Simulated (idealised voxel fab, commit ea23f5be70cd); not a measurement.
process module | voxel ribs on slabs
Displayed cross-section: cut, width of 260 nm, square cells sized 5 nm.
Reading order for cross-sections: top band down to bottom band. Underlying form: a grid of square cells. Band size: one or more rows of cells.
The entry gives the band's vertical extent as a top height and a bottom height in nm, then its horizontal make-up as materials from left to right, each with a width in nm. "blank" stands for empty space; a single material marked "throughout" fills the band edge to edge.
Height datum 0, below which the as-received substrate wafer is one material. Lowest band open at the bottom, running downward: "0..down".
The expression "30 to 40" gives the width at the extremes of the band, the first number at its top row of cells and the second at its bottom row, with the width changing by equal amounts from each row to the next in between.
Step marked "remains unaltered"? Then no cell in the cross-section changed in it.
So "Closed void table" is basically the list of trapped voids: any empty space of 8 cells or more that can't reach the top through an opening. They're written width x height at distance, the distance being from the left edge, and it's all nm.
On a step's line, text after the settings is the simulator commenting on that step.
The "overlay nm" setting may appear on a step's line; for a step that uses a mask, it gives how far to the right of its planned position the mask lay, and a negative value indicates the left.
Note: before/after cross-section pairs follow, one process step per pair, after-side truncated at the lowest changed band, step and settings given beneath. Different runs of this module on the same starting wafer may supply the pairs; a pair continues the one above only where the "Preceding state" entry says so.
Preceding state
    0..down: Si throughout
    Closed void table: none
Result of Step
    25..0: SiO2 throughout
    Heights below 0 show no change.
    Closed void table: none
Process step (between the before and after cross-sections above): DIRECTIONAL_DEP,material SiO2,thk nm 25
Preceding state: the wafer arrives at this step looking as the after cross-section in the pair just above shows it.
Result of Step
    45..25: SiN throughout
    Heights below 25 show no change.
    Closed void table: none
Process step (between the before and after cross-sections above): DIRECTIONAL_DEP,material SiN,thk nm 20
Preceding state: the wafer arrives at this step looking as the after cross-section in the pair just above shows it.
Result of Step
    60..45: aC throughout
    Heights below 45 show no change.
    Closed void table: none
Process step (between the before and after cross-sections above): DIRECTIONAL_DEP,material aC,thk nm 15
Preceding state: the wafer arrives at this step looking as the after cross-section in the pair just above shows it.
Result of Step
    90..60: blank 115 nm | resist 25 nm | blank 120 nm
    Heights below 60 show no change.
    Closed void table: none
Process step (between the before and after cross-sections above): PATTERN,tone cover,mask id RIB,material resist,width nm 25,thk nm 30,overlay nm 0
Preceding state: the wafer arrives at this step looking as the after cross-section in the pair just above shows it.
Result of Step
    75..60: blank 115 nm | resist 25 nm | blank 120 nm
    60..45: blank 115 nm | aC 25 nm | blank 120 nm
    Heights below 45 show no change.
    Closed void table: none
Process step (between the before and after cross-sections above): DIRECTIONAL_ETCH,etch materials aC,depth nm 15
Preceding state: the wafer arrives at this step looking as the after cross-section in the pair just above shows it.
Result of Step
    60..45: blank 115 nm | aC 25 nm | blank 120 nm
    Heights below 45 show no change.
    Closed void table: none
Process step (between the before and after cross-sections above): STRIP,etch materials resist
Preceding state: the wafer arrives at this step looking as the after cross-section in the pair just above shows it.
Result of Step
    60..45: blank 115 nm | aC 25 nm | blank 120 nm
    45..30: blank 115 nm | SiN 25 nm | blank 120 nm
    Heights below 30 show no change.
    Closed void table: none
Process step (between the before and after cross-sections above): DIRECTIONAL_ETCH,etch materials SiN,depth nm 15
Preceding state: the wafer arrives at this step looking as the after cross-section in the pair just above shows it.
Result of Step
    45..30: blank 115 nm | SiN 25 nm | blank 120 nm
    Heights below 30 show no change.
    Closed void table: none
Process step (between the before and after cross-sections above): STRIP,etch materials aC
Preceding state: the wafer arrives at this step looking as the after cross-section in the pair just above shows it.
Result of Step
    55..45: blank 115 nm | aC 25 nm | blank 120 nm
    45..40: blank 115 nm | SiN 25 nm | blank 120 nm
    40..30: aC 115 nm | SiN 25 nm | aC 120 nm
    Heights below 30 show no change.
    Closed void table: none
Process step (between the before and after cross-sections above): DIRECTIONAL_DEP,material aC,thk nm 10
Preceding state: the wafer arrives at this step looking as the after cross-section in the pair just above shows it.
Result of Step
    85..55: blank 90 nm | resist 75 nm | blank 95 nm
    55..45: blank 90 nm | resist 25 nm | aC 25 nm | resist 25 nm | blank 95 nm
    45..40: blank 90 nm | resist 25 nm | SiN 25 nm | resist 25 nm | blank 95 nm
    Heights below 40 show no change.
    Closed void table: none
Process step (between the before and after cross-sections above): PATTERN,tone cover,mask id SLAB,material resist,width nm 75,thk nm 30,overlay nm 0
Preceding state: the wafer arrives at this step looking as the after cross-section in the pair just above shows it.
Result of Step
    75..55: blank 90 nm | resist 75 nm | blank 95 nm
    55..45: blank 90 nm | resist 25 nm | aC 25 nm | resist 25 nm | blank 95 nm
    45..40: blank 90 nm | resist 25 nm | SiN 25 nm | resist 25 nm | blank 95 nm
    40..30: blank 90 nm | aC 25 nm | SiN 25 nm | aC 25 nm | blank 95 nm
    Heights below 30 show no change.
    Closed void table: none
Process step (between the before and after cross-sections above): DIRECTIONAL_ETCH,etch materials aC,depth nm 10
Preceding state: the wafer arrives at this step looking as the after cross-section in the pair just above shows it.
Result of Step
    55..45: blank 115 nm | aC 25 nm | blank 120 nm
    45..40: blank 115 nm | SiN 25 nm | blank 120 nm
    Heights below 40 show no change.
    Closed void table: none
Process step (between the before and after cross-sections above): STRIP,etch materials resist
Preceding state: the wafer arrives at this step looking as the after cross-section in the pair just above shows it.
Result of Step
    55..45: blank 115 nm | aC 25 nm | blank 120 nm
    45..40: blank 115 nm | SiN 25 nm | blank 120 nm
    40..30: blank 90 nm | aC 25 nm | SiN 25 nm | aC 25 nm | blank 95 nm
    30..25: blank 90 nm | SiN 75 nm | blank 95 nm
    Heights below 25 show no change.
    Closed void table: none
Process step (between the before and after cross-sections above): DIRECTIONAL_ETCH,etch materials SiN,depth nm 5
Preceding state: the wafer arrives at this step looking as the after cross-section in the pair just above shows it.
Result of Step
    45..30: blank 115 nm | SiN 25 nm | blank 120 nm
    Heights below 30 show no change.
    Closed void table: none
Process step (between the before and after cross-sections above): STRIP,etch materials aC
Preceding state: the wafer arrives at this step looking as the after cross-section in the pair just above shows it.
Result of Step
    70..45: SiO2 throughout
    45..30: SiO2 115 nm | SiN 25 nm | SiO2 120 nm
    30..25: SiO2 90 nm | SiN 75 nm | SiO2 95 nm
    Heights below 25 show no change.
    Closed void table: none
Process step (between the before and after cross-sections above): FILL_DEP,material SiO2,thk nm 25
Preceding state: the wafer arrives at this step looking as the after cross-section in the pair just above shows it.
Result of Step
    65..45: SiO2 throughout
    Heights below 45 show no change.
    Closed void table: none
Process step (between the before and after cross-sections above): CMP,height nm 65
Preceding state: the wafer arrives at this step looking as the after cross-section in the pair just above shows it.
Result of Step
    75..65: TiN throughout
    Heights below 65 show no change.
    Closed void table: none
Process step (between the before and after cross-sections above): DIRECTIONAL_DEP,material TiN,thk nm 10
Preceding state: the wafer arrives at this step looking as the after cross-section in the pair just above shows it.
Result of Step
    75..65: blank 110 nm | TiN 35 nm | blank 115 nm
    Heights below 65 show no change.
    Closed void table: none
Process step (between the before and after cross-sections above): MASKED_ETCH,tone cover,mask id HEATER,width nm 35,etch materials TiN,depth nm 10,overlay nm 0
Preceding state: the wafer arrives at this step looking as the after cross-section in the pair just above shows it.
Result of Step
    80..75: blank 105 nm | SiO2 45 nm | blank 110 nm
    75..70: blank 105 nm | SiO2 5 nm | TiN 35 nm | SiO2 5 nm | blank 110 nm
    70..65: SiO2 110 nm | TiN 35 nm | SiO2 115 nm
    Heights below 65 show no change.
    Closed void table: none
Process step (between the before and after cross-sections above): CONFORMAL_DEP,material SiO2,thk nm 5
Preceding state
    25..0: SiO2 throughout
    0..down: Si throughout
    Closed void table: none
Result of Step
    50..0: SiO2 throughout
    Heights below 0 show no change.
    Closed void table: none
Process step (between the before and after cross-sections above): DIRECTIONAL_DEP,material SiO2,thk nm 25
Preceding state: the wafer arrives at this step looking as the after cross-section in the pair just above shows it.
Result of Step
    70..50: SiN throughout
    Heights below 50 show no change.
    Closed void table: none
Process step (between the before and after cross-sections above): DIRECTIONAL_DEP,material SiN,thk nm 20
Preceding state: the wafer arrives at this step looking as the after cross-section in the pair just above shows it.
Result of Step
    85..70: aC throughout
    Heights below 70 show no change.
    Closed void table: none
Process step (between the before and after cross-sections above): DIRECTIONAL_DEP,material aC,thk nm 15
Preceding state: the wafer arrives at this step looking as the after cross-section in the pair just above shows it.
Result of Step
    115..85: blank 115 nm | resist 25 nm | blank 120 nm
    Heights below 85 show no change.
    Closed void table: none
Process step (between the before and after cross-sections above): PATTERN,tone cover,mask id RIB,material resist,width nm 25,thk nm 30,overlay nm 0
Preceding state: the wafer arrives at this step looking as the after cross-section in the pair just above shows it.
Result of Step
    100..85: blank 115 nm | resist 25 nm | blank 120 nm
    85..70: blank 115 nm | aC 25 nm | blank 120 nm
    Heights below 70 show no change.
    Closed void table: none
Process step (between the before and after cross-sections above): DIRECTIONAL_ETCH,etch materials aC,depth nm 15
Preceding state: the wafer arrives at this step looking as the after cross-section in the pair just above shows it.
Result of Step
    85..70: blank 115 nm | aC 25 nm | blank 120 nm
    Heights below 70 show no change.
    Closed void table: none
Process step (between the before and after cross-sections above): STRIP,etch materials resist
Preceding state: the wafer arrives at this step looking as the after cross-section in the pair just above shows it.
Result of Step
    85..70: blank 115 nm | aC 25 nm | blank 120 nm
    70..55: blank 115 nm | SiN 25 nm | blank 120 nm
    Heights below 55 show no change.
    Closed void table: none
Process step (between the before and after cross-sections above): DIRECTIONAL_ETCH,etch materials SiN,depth nm 15
Preceding state: the wafer arrives at this step looking as the after cross-section in the pair just above shows it.
Result of Step
    70..55: blank 115 nm | SiN 25 nm | blank 120 nm
    Heights below 55 show no change.
    Closed void table: none
Process step (between the before and after cross-sections above): STRIP,etch materials aC
Preceding state: the wafer arrives at this step looking as the after cross-section in the pair just above shows it.
Result of Step
    80..70: blank 115 nm | aC 25 nm | blank 120 nm
    70..65: blank 115 nm | SiN 25 nm | blank 120 nm
    65..55: aC 115 nm | SiN 25 nm | aC 120 nm
    Heights below 55 show no change.
    Closed void table: none
Process step (between the before and after cross-sections above): DIRECTIONAL_DEP,material aC,thk nm 10
Preceding state: the wafer arrives at this step looking as the after cross-section in the pair just above shows it.
Result of Step
    110..80: blank 90 nm | resist 75 nm | blank 95 nm
    80..70: blank 90 nm | resist 25 nm | aC 25 nm | resist 25 nm | blank 95 nm
    70..65: blank 90 nm | resist 25 nm | SiN 25 nm | resist 25 nm | blank 95 nm
    Heights below 65 show no change.
    Closed void table: none
Process step (between the before and after cross-sections above): PATTERN,tone cover,mask id SLAB,material resist,width nm 75,thk nm 30,overlay nm 0
Preceding state: the wafer arrives at this step looking as the after cross-section in the pair just above shows it.
Result of Step
    100..80: blank 90 nm | resist 75 nm | blank 95 nm
    80..70: blank 90 nm | resist 25 nm | aC 25 nm | resist 25 nm | blank 95 nm
    70..65: blank 90 nm | resist 25 nm | SiN 25 nm | resist 25 nm | blank 95 nm
    65..55: blank 90 nm | aC 25 nm | SiN 25 nm | aC 25 nm | blank 95 nm
    Heights below 55 show no change.
    Closed void table: none
Process step (between the before and after cross-sections above): DIRECTIONAL_ETCH,etch materials aC,depth nm 10
Preceding state: the wafer arrives at this step looking as the after cross-section in the pair just above shows it.
Result of Step
    80..70: blank 115 nm | aC 25 nm | blank 120 nm
    70..65: blank 115 nm | SiN 25 nm | blank 120 nm
    Heights below 65 show no change.
    Closed void table: none
Process step (between the before and after cross-sections above): STRIP,etch materials resist
Preceding state: the wafer arrives at this step looking as the after cross-section in the pair just above shows it.
Result of Step
    80..70: blank 115 nm | aC 25 nm | blank 120 nm
    70..65: blank 115 nm | SiN 25 nm | blank 120 nm
    65..55: blank 90 nm | aC 25 nm | SiN 25 nm | aC 25 nm | blank 95 nm
    55..50: blank 90 nm | SiN 75 nm | blank 95 nm
    Heights below 50 show no change.
    Closed void table: none
Process step (between the before and after cross-sections above): DIRECTIONAL_ETCH,etch materials SiN,depth nm 5
Preceding state: the wafer arrives at this step looking as the after cross-section in the pair just above shows it.
Result of Step
    70..55: blank 115 nm | SiN 25 nm | blank 120 nm
    Heights below 55 show no change.
    Closed void table: none
Process step (between the before and after cross-sections above): STRIP,etch materials aC
Preceding state: the wafer arrives at this step looking as the after cross-section in the pair just above shows it.
Result of Step
    95..70: SiO2 throughout
    70..55: SiO2 115 nm | SiN 25 nm | SiO2 120 nm
    55..50: SiO2 90 nm | SiN 75 nm | SiO2 95 nm
    Heights below 50 show no change.
    Closed void table: none
Process step (between the before and after cross-sections above): FILL_DEP,material SiO2,thk nm 25
Preceding state: the wafer arrives at this step looking as the after cross-section in the pair just above shows it.
Result of Step
    65..55: SiO2 115 nm | SiN 25 nm | SiO2 120 nm
    Heights below 55 show no change.
    Closed void table: none
Process step (between the before and after cross-sections above): CMP,height nm 65
Preceding state: the wafer arrives at this step looking as the after cross-section in the pair just above shows it.
Result of Step
    75..65: TiN throughout
    Heights below 65 show no change.
    Closed void table: none
Process step (between the before and after cross-sections above): DIRECTIONAL_DEP,material TiN,thk nm 10
Preceding state: the wafer arrives at this step looking as the after cross-section in the pair just above shows it.
Result of Step
    75..65: blank 110 nm | TiN 35 nm | blank 115 nm
    Heights below 65 show no change.
    Closed void table: none
Process step (between the before and after cross-sections above): MASKED_ETCH,tone cover,mask id HEATER,width nm 35,etch materials TiN,depth nm 10,overlay nm 0
Preceding state: the wafer arrives at this step looking as the after cross-section in the pair just above shows it.
Result of Step
    80..75: blank 105 nm | SiO2 45 nm | blank 110 nm
    75..70: blank 105 nm | SiO2 5 nm | TiN 35 nm | SiO2 5 nm | blank 110 nm
    70..65: SiO2 110 nm | TiN 35 nm | SiO2 115 nm
    Heights below 65 show no change.
    Closed void table: none
Process step (between the before and after cross-sections above): CONFORMAL_DEP,material SiO2,thk nm 5
Preceding state
    0..down: Si throughout
    Closed void table: none
Result of Step
    20..0: SiN throughout
    Heights below 0 show no change.
    Closed void table: none
Process step (between the before and after cross-sections above): DIRECTIONAL_DEP,material SiN,thk nm 20
Preceding state: the wafer arrives at this step looking as the after cross-section in the pair just above shows it.
Result of Step
    45..20: SiO2 throughout
    Heights below 20 show no change.
    Closed void table: none
Process step (between the before and after cross-sections above): DIRECTIONAL_DEP,material SiO2,thk nm 25
Preceding state: the wafer arrives at this step looking as the after cross-section in the pair just above shows it.
Result of Step
    60..45: aC throughout
    Heights below 45 show no change.
    Closed void table: none
Process step (between the before and after cross-sections above): DIRECTIONAL_DEP,material aC,thk nm 15
Preceding state: the wafer arrives at this step looking as the after cross-section in the pair just above shows it.
Result of Step
    90..60: blank 115 nm | resist 25 nm | blank 120 nm
    Heights below 60 show no change.
    Closed void table: none
Process step (between the before and after cross-sections above): PATTERN,tone cover,mask id RIB,material resist,width nm 25,thk nm 30,overlay nm 0
Preceding state: the wafer arrives at this step looking as the after cross-section in the pair just above shows it.
Result of Step
    75..60: blank 115 nm | resist 25 nm | blank 120 nm
    60..45: blank 115 nm | aC 25 nm | blank 120 nm
    Heights below 45 show no change.
    Closed void table: none
Process step (between the before and after cross-sections above): DIRECTIONAL_ETCH,etch materials aC,depth nm 15
Preceding state: the wafer arrives at this step looking as the after cross-section in the pair just above shows it.
Result of Step
    60..45: blank 115 nm | aC 25 nm | blank 120 nm
    Heights below 45 show no change.
    Closed void table: none
Process step (between the before and after cross-sections above): STRIP,etch materials resist
Preceding state: the wafer arrives at this step looking as the after cross-section in the pair just above shows it.
Result of Step
    45..20: SiO2 throughout
    Heights below 20 show no change.
    Closed void table: none
Process step (between the before and after cross-sections above): STRIP,etch materials aC
Preceding state: the wafer arrives at this step looking as the after cross-section in the pair just above shows it.
Result of Step
    55..45: aC throughout
    Heights below 45 show no change.
    Closed void table: none
Process step (between the before and after cross-sections above): DIRECTIONAL_DEP,material aC,thk nm 10
Preceding state: the wafer arrives at this step looking as the after cross-section in the pair just above shows it.
Result of Step
    85..55: blank 90 nm | resist 75 nm | blank 95 nm
    Heights below 55 show no change.
    Closed void table: none
Process step (between the before and after cross-sections above): PATTERN,tone cover,mask id SLAB,material resist,width nm 75,thk nm 30,overlay nm 0
Preceding state: the wafer arrives at this step looking as the after cross-section in the pair just above shows it.
Result of Step
    75..55: blank 90 nm | resist 75 nm | blank 95 nm
    55..45: blank 90 nm | aC 75 nm | blank 95 nm
    Heights below 45 show no change.
    Closed void table: none
Process step (between the before and after cross-sections above): DIRECTIONAL_ETCH,etch materials aC,depth nm 10
Preceding state: the wafer arrives at this step looking as the after cross-section in the pair just above shows it.
Result of Step
    55..45: blank 90 nm | aC 75 nm | blank 95 nm
    Heights below 45 show no change.
    Closed void table: none
Process step (between the before and after cross-sections above): STRIP,etch materials resist
Preceding state: the wafer arrives at this step looking as the after cross-section in the pair just above shows it.
Result of Step
    45..20: SiO2 throughout
    Heights below 20 show no change.
    Closed void table: none
Process step (between the before and after cross-sections above): STRIP,etch materials aC
Preceding state: the wafer arrives at this step looking as the after cross-section in the pair just above shows it.
Result of Step
    70..20: SiO2 throughout
    Heights below 20 show no change.
    Closed void table: none
Process step (between the before and after cross-sections above): FILL_DEP,material SiO2,thk nm 25
Preceding state: the wafer arrives at this step looking as the after cross-section in the pair just above shows it.
Result of Step
    65..20: SiO2 throughout
    Heights below 20 show no change.
    Closed void table: none
Process step (between the before and after cross-sections above): CMP,height nm 65
Preceding state: the wafer arrives at this step looking as the after cross-section in the pair just above shows it.
Result of Step
    75..65: TiN throughout
    Heights below 65 show no change.
    Closed void table: none
Process step (between the before and after cross-sections above): DIRECTIONAL_DEP,material TiN,thk nm 10
Preceding state: the wafer arrives at this step looking as the after cross-section in the pair just above shows it.
Result of Step
    75..65: blank 110 nm | TiN 35 nm | blank 115 nm
    Heights below 65 show no change.
    Closed void table: none
Process step (between the before and after cross-sections above): MASKED_ETCH,tone cover,mask id HEATER,width nm 35,etch materials TiN,depth nm 10,overlay nm 0
Preceding state: the wafer arrives at this step looking as the after cross-section in the pair just above shows it.
Result of Step
    80..75: blank 105 nm | SiO2 45 nm | blank 110 nm
    75..70: blank 105 nm | SiO2 5 nm | TiN 35 nm | SiO2 5 nm | blank 110 nm
    70..65: SiO2 110 nm | TiN 35 nm | SiO2 115 nm
    Heights below 65 show no change.
    Closed void table: none
Process step (between the before and after cross-sections above): CONFORMAL_DEP,material SiO2,thk nm 5
Preceding state
    70..45: SiO2 throughout
    45..30: SiO2 115 nm | SiN 25 nm | SiO2 120 nm
    30..25: SiO2 90 nm | SiN 75 nm | SiO2 95 nm
    25..0: SiO2 throughout
    0..down: Si throughout
    Closed void table: none
Result of Step
    60..45: SiO2 throughout
    Heights below 45 show no change.
    Closed void table: none
Process step (between the before and after cross-sections above): CMP,height nm 60
Preceding state: the wafer arrives at this step looking as the after cross-section in the pair just above shows it.
Result of Step
    70..60: TiN throughout
    Heights below 60 show no change.
    Closed void table: none
Process step (between the before and after cross-sections above): DIRECTIONAL_DEP,material TiN,thk nm 10
Preceding state: the wafer arrives at this step looking as the after cross-section in the pair just above shows it.
Result of Step
    70..60: blank 110 nm | TiN 35 nm | blank 115 nm
    Heights below 60 show no change.
    Closed void table: none
Process step (between the before and after cross-sections above): MASKED_ETCH,tone cover,mask id HEATER,width nm 35,etch materials TiN,depth nm 10,overlay nm 0
Preceding state: the wafer arrives at this step looking as the after cross-section in the pair just above shows it.
Result of Step
    75..70: blank 105 nm | SiO2 45 nm | blank 110 nm
    70..65: blank 105 nm | SiO2 5 nm | TiN 35 nm | SiO2 5 nm | blank 110 nm
    65..60: SiO2 110 nm | TiN 35 nm | SiO2 115 nm
    Heights below 60 show no change.
    Closed void table: none
Process step (between the before and after cross-sections above): CONFORMAL_DEP,material SiO2,thk nm 5
Preceding state
    55..45: blank 115 nm | aC 25 nm | blank 120 nm
    45..40: blank 115 nm | SiN 25 nm | blank 120 nm
    40..30: aC 115 nm | SiN 25 nm | aC 120 nm
    30..25: SiN throughout
    25..0: SiO2 throughout
    0..down: Si throughout
    Closed void table: none
Result of Step
    85..55: blank 85 nm | resist 85 nm | blank 90 nm
    55..45: blank 85 nm | resist 30 nm | aC 25 nm | resist 30 nm | blank 90 nm
    45..40: blank 85 nm | resist 30 nm | SiN 25 nm | resist 30 nm | blank 90 nm
    Heights below 40 show no change.
    Closed void table: none
Process step (between the before and after cross-sections above): PATTERN,tone cover,mask id SLAB,material resist,width nm 85,thk nm 30,overlay nm 0
Preceding state: the wafer arrives at this step looking as the after cross-section in the pair just above shows it.
Result of Step
    75..55: blank 85 nm | resist 85 nm | blank 90 nm
    55..45: blank 85 nm | resist 30 nm | aC 25 nm | resist 30 nm | blank 90 nm
    45..40: blank 85 nm | resist 30 nm | SiN 25 nm | resist 30 nm | blank 90 nm
    40..30: blank 85 nm | aC 30 nm | SiN 25 nm | aC 30 nm | blank 90 nm
    Heights below 30 show no change.
    Closed void table: none
Process step (between the before and after cross-sections above): DIRECTIONAL_ETCH,etch materials aC,depth nm 10
Preceding state: the wafer arrives at this step looking as the after cross-section in the pair just above shows it.
Result of Step
    55..45: blank 115 nm | aC 25 nm | blank 120 nm
    45..40: blank 115 nm | SiN 25 nm | blank 120 nm
    Heights below 40 show no change.
    Closed void table: none
Process step (between the before and after cross-sections above): STRIP,etch materials resist
Preceding state: the wafer arrives at this step looking as the after cross-section in the pair just above shows it.
Result of Step
    55..45: blank 115 nm | aC 25 nm | blank 120 nm
    45..40: blank 115 nm | SiN 25 nm | blank 120 nm
    40..30: blank 85 nm | aC 30 nm | SiN 25 nm | aC 30 nm | blank 90 nm
    30..25: blank 85 nm | SiN 85 nm | blank 90 nm
    Heights below 25 show no change.
    Closed void table: none
Process step (between the before and after cross-sections above): DIRECTIONAL_ETCH,etch materials SiN,depth nm 5
Preceding state: the wafer arrives at this step looking as the after cross-section in the pair just above shows it.
Result of Step
    45..30: blank 115 nm | SiN 25 nm | blank 120 nm
    Heights below 30 show no change.
    Closed void table: none
Process step (between the before and after cross-sections above): STRIP,etch materials aC
Preceding state: the wafer arrives at this step looking as the after cross-section in the pair just above shows it.
Result of Step
    70..45: SiO2 throughout
    45..30: SiO2 115 nm | SiN 25 nm | SiO2 120 nm
    30..25: SiO2 85 nm | SiN 85 nm | SiO2 90 nm
    Heights below 25 show no change.
    Closed void table: none
Process step (between the before and after cross-sections above): FILL_DEP,material SiO2,thk nm 25
Preceding state: the wafer arrives at this step looking as the after cross-section in the pair just above shows it.
Result of Step
    65..45: SiO2 throughout
    Heights below 45 show no change.
    Closed void table: none
Process step (between the before and after cross-sections above): CMP,height nm 65
Preceding state: the wafer arrives at this step looking as the after cross-section in the pair just above shows it.
Result of Step
    75..65: TiN throughout
    Heights below 65 show no change.
    Closed void table: none
Process step (between the before and after cross-sections above): DIRECTIONAL_DEP,material TiN,thk nm 10
Preceding state: the wafer arrives at this step looking as the after cross-section in the pair just above shows it.
Result of Step
    75..65: blank 110 nm | TiN 35 nm | blank 115 nm
    Heights below 65 show no change.
    Closed void table: none
Process step (between the before and after cross-sections above): MASKED_ETCH,tone cover,mask id HEATER,width nm 35,etch materials TiN,depth nm 10,overlay nm 0
Preceding state: the wafer arrives at this step looking as the after cross-section in the pair just above shows it.
Result of Step
    80..75: blank 105 nm | SiO2 45 nm | blank 110 nm
    75..70: blank 105 nm | SiO2 5 nm | TiN 35 nm | SiO2 5 nm | blank 110 nm
    70..65: SiO2 110 nm | TiN 35 nm | SiO2 115 nm
    Heights below 65 show no change.
    Closed void table: none
Process step (between the before and after cross-sections above): CONFORMAL_DEP,material SiO2,thk nm 5
Preceding state
    60..45: aC throughout
    45..25: SiN throughout
    25..0: SiO2 throughout
    0..down: Si throughout
    Closed void table: none
Result of Step
    90..60: blank 110 nm | resist 25 nm | blank 125 nm
    Heights below 60 show no change.
    Closed void table: none
Process step (between the before and after cross-sections above): PATTERN,tone cover,mask id RIB,material resist,width nm 25,thk nm 30,overlay nm -5
Preceding state: the wafer arrives at this step looking as the after cross-section in the pair just above shows it.
Result of Step
    75..60: blank 110 nm | resist 25 nm | blank 125 nm
    60..45: blank 110 nm | aC 25 nm | blank 125 nm
    Heights below 45 show no change.
    Closed void table: none
Process step (between the before and after cross-sections above): DIRECTIONAL_ETCH,etch materials aC,depth nm 15
Preceding state: the wafer arrives at this step looking as the after cross-section in the pair just above shows it.
Result of Step
    60..45: blank 110 nm | aC 25 nm | blank 125 nm
    Heights below 45 show no change.
    Closed void table: none
Process step (between the before and after cross-sections above): STRIP,etch materials resist
Preceding state: the wafer arrives at this step looking as the after cross-section in the pair just above shows it.
Result of Step
    60..45: blank 110 nm | aC 25 nm | blank 125 nm
    45..30: blank 110 nm | SiN 25 nm | blank 125 nm
    Heights below 30 show no change.
    Closed void table: none
Process step (between the before and after cross-sections above): DIRECTIONAL_ETCH,etch materials SiN,depth nm 15
Preceding state: the wafer arrives at this step looking as the after cross-section in the pair just above shows it.
Result of Step
    45..30: blank 110 nm | SiN 25 nm | blank 125 nm
    Heights below 30 show no change.
    Closed void table: none
Process step (between the before and after cross-sections above): STRIP,etch materials aC
Preceding state: the wafer arrives at this step looking as the after cross-section in the pair just above shows it.
Result of Step
    55..45: blank 110 nm | aC 25 nm | blank 125 nm
    45..40: blank 110 nm | SiN 25 nm | blank 125 nm
    40..30: aC 110 nm | SiN 25 nm | aC 125 nm
    Heights below 30 show no change.
    Closed void table: none
Process step (between the before and after cross-sections above): DIRECTIONAL_DEP,material aC,thk nm 10
Preceding state: the wafer arrives at this step looking as the after cross-section in the pair just above shows it.
Result of Step
    85..55: blank 90 nm | resist 75 nm | blank 95 nm
    55..45: blank 90 nm | resist 20 nm | aC 25 nm | resist 30 nm | blank 95 nm
    45..40: blank 90 nm | resist 20 nm | SiN 25 nm | resist 30 nm | blank 95 nm
    Heights below 40 show no change.
    Closed void table: none
Process step (between the before and after cross-sections above): PATTERN,tone cover,mask id SLAB,material resist,width nm 75,thk nm 30,overlay nm 0
Preceding state: the wafer arrives at this step looking as the after cross-section in the pair just above shows it.
Result of Step
    75..55: blank 90 nm | resist 75 nm | blank 95 nm
    55..45: blank 90 nm | resist 20 nm | aC 25 nm | resist 30 nm | blank 95 nm
    45..40: blank 90 nm | resist 20 nm | SiN 25 nm | resist 30 nm | blank 95 nm
    40..30: blank 90 nm | aC 20 nm | SiN 25 nm | aC 30 nm | blank 95 nm
    Heights below 30 show no change.
    Closed void table: none
Process step (between the before and after cross-sections above): DIRECTIONAL_ETCH,etch materials aC,depth nm 10
Preceding state: the wafer arrives at this step looking as the after cross-section in the pair just above shows it.
Result of Step
    55..45: blank 110 nm | aC 25 nm | blank 125 nm
    45..40: blank 110 nm | SiN 25 nm | blank 125 nm
    Heights below 40 show no change.
    Closed void table: none
Process step (between the before and after cross-sections above): STRIP,etch materials resist
Preceding state: the wafer arrives at this step looking as the after cross-section in the pair just above shows it.
Result of Step
    55..45: blank 110 nm | aC 25 nm | blank 125 nm
    45..40: blank 110 nm | SiN 25 nm | blank 125 nm
    40..30: blank 90 nm | aC 20 nm | SiN 25 nm | aC 30 nm | blank 95 nm
    30..25: blank 90 nm | SiN 75 nm | blank 95 nm
    Heights below 25 show no change.
    Closed void table: none
Process step (between the before and after cross-sections above): DIRECTIONAL_ETCH,etch materials SiN,depth nm 5
Preceding state: the wafer arrives at this step looking as the after cross-section in the pair just above shows it.
Result of Step
    45..30: blank 110 nm | SiN 25 nm | blank 125 nm
    Heights below 30 show no change.
    Closed void table: none
Process step (between the before and after cross-sections above): STRIP,etch materials aC
Preceding state: the wafer arrives at this step looking as the after cross-section in the pair just above shows it.
Result of Step
    70..45: SiO2 throughout
    45..30: SiO2 110 nm | SiN 25 nm | SiO2 125 nm
    30..25: SiO2 90 nm | SiN 75 nm | SiO2 95 nm
    Heights below 25 show no change.
    Closed void table: none
Process step (between the before and after cross-sections above): FILL_DEP,material SiO2,thk nm 25
Preceding state: the wafer arrives at this step looking as the after cross-section in the pair just above shows it.
Result of Step
    65..45: SiO2 throughout
    Heights below 45 show no change.
    Closed void table: none
Process step (between the before and after cross-sections above): CMP,height nm 65
Preceding state: the wafer arrives at this step looking as the after cross-section in the pair just above shows it.
Result of Step
    75..65: TiN throughout
    Heights below 65 show no change.
    Closed void table: none
Process step (between the before and after cross-sections above): DIRECTIONAL_DEP,material TiN,thk nm 10
Preceding state: the wafer arrives at this step looking as the after cross-section in the pair just above shows it.
Result of Step
    75..65: blank 110 nm | TiN 35 nm | blank 115 nm
    Heights below 65 show no change.
    Closed void table: none
Process step (between the before and after cross-sections above): MASKED_ETCH,tone cover,mask id HEATER,width nm 35,etch materials TiN,depth nm 10,overlay nm 0
Preceding state: the wafer arrives at this step looking as the after cross-section in the pair just above shows it.
Result of Step
    80..75: blank 105 nm | SiO2 45 nm | blank 110 nm
    75..70: blank 105 nm | SiO2 5 nm | TiN 35 nm | SiO2 5 nm | blank 110 nm
    70..65: SiO2 110 nm | TiN 35 nm | SiO2 115 nm
    Heights below 65 show no change.
    Closed void table: none
Process step (between the before and after cross-sections above): CONFORMAL_DEP,material SiO2,thk nm 5
Preceding state
    45..25: SiN throughout
    25..0: SiO2 throughout
    0..down: Si throughout
    Closed void table: none
Result of Step
    60..45: TiN throughout
    Heights below 45 show no change.
    Closed void table: none
Process step (between the before and after cross-sections above): DIRECTIONAL_DEP,material TiN,thk nm 15
Preceding state: the wafer arrives at this step looking as the after cross-section in the pair just above shows it.
Result of Step
    90..60: blank 115 nm | resist 25 nm | blank 120 nm
    Heights below 60 show no change.
    Closed void table: none
Process step (between the before and after cross-sections above): PATTERN,tone cover,mask id RIB,material resist,width nm 25,thk nm 30,overlay nm 0
Preceding state: the wafer arrives at this step looking as the after cross-section in the pair just above shows it.
Result of Step
    75..60: blank 115 nm | resist 25 nm | blank 120 nm
    Heights below 60 show no change.
    Closed void table: none
Process step (between the before and after cross-sections above): DIRECTIONAL_ETCH,etch materials aC,depth nm 15
Preceding state: the wafer arrives at this step looking as the after cross-section in the pair just above shows it.
Result of Step
    60..45: TiN throughout
    Heights below 45 show no change.
    Closed void table: none
Process step (between the before and after cross-sections above): STRIP,etch materials resist
Preceding state: the wafer arrives at this step looking as the after cross-section in the pair just above shows it.
Result of Step
    70..60: aC throughout
    Heights below 60 show no change.
    Closed void table: none
Process step (between the before and after cross-sections above): DIRECTIONAL_DEP,material aC,thk nm 10
Preceding state: the wafer arrives at this step looking as the after cross-section in the pair just above shows it.
Result of Step
    100..70: blank 90 nm | resist 75 nm | blank 95 nm
    Heights below 70 show no change.
    Closed void table: none
Process step (between the before and after cross-sections above): PATTERN,tone cover,mask id SLAB,material resist,width nm 75,thk nm 30,overlay nm 0
